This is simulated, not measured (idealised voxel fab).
process module | voxel released beams
cross-section cut | 170 nm wide | cells 5 nm
A cross-section is a grid of square cells, given in bands from the top down. A band is one or more rows of cells.
Each band's line starts with the height of the band's top and of its bottom, in nm. Then come its materials from left to right, each with its width in nm. One material with "throughout" fills the band from edge to edge. "air" is empty space.
Height 0 is the level under which the wafer as received is all one material. The lowest band goes on downwards, as in "0 down".
A width such as "30 to 40" changes by the same amount from each row of cells to the next, from the band's top row to its bottom row.
"no change" after a step means that no cell of the cross-section changed.
closed voids: empty space of 8 cells or more with no open way to the top, each as width x height at its distance from the left edge, in nm
after a step's settings: what the simulator itself notes on the step
overlay nm, on a step with a mask: how far to the right of its planned place the mask lay; to the left if negative
plan
1 op RECEIVE | material Si
2 op CONFORMAL_DEP | material Al2O3 | thk nm 5
3 op DIRECTIONAL_DEP | material SiO2 | thk nm 20
4 op PATTERN | tone open | mask id ANCHOR | material resist | width nm 40 | thk nm 20 | overlay nm 0
5 op DIRECTIONAL_ETCH | etch materials SiO2 | depth nm 20
6 op STRIP | etch materials resist
7 op CONFORMAL_DEP | material SiN | thk nm 15
8 op MASKED_ETCH | tone cover | mask id BEAM | width nm 85 | etch materials SiN | depth nm 15 | overlay nm 0
9 op STRIP | etch materials SiO2
as received, after step 1
  0 down: Si throughout
  closed voids: none
first wafer at the end, as planned
  40 to 25: air 40 | SiN 20 | air 10 | SiN 55 | air 45
  25 to 20: air 45 | SiN 15 | air 10 | SiN 15 | air 85
  20 to 5: air 45 | SiN 40 | air 85
  5 to 0: Al2O3 throughout
  0 down: Si throughout
  closed voids: none
second wafer at the end: like start, like plan, one mistake
  45 to 30: air 40 | SiN 85 | air 45
  30 to 25: SiN throughout
  25 to 5: SiO2 45 | SiN 40 | SiO2 85
  5 to 0: Al2O3 throughout
  0 down: Si throughout
  closed voids: none
what went wrong: step 7 ran as: op CONFORMAL_DEP | material SiN | thk nm 20
at the end the second wafer has, in cells: 42 more of SiN | 104 more of SiO2
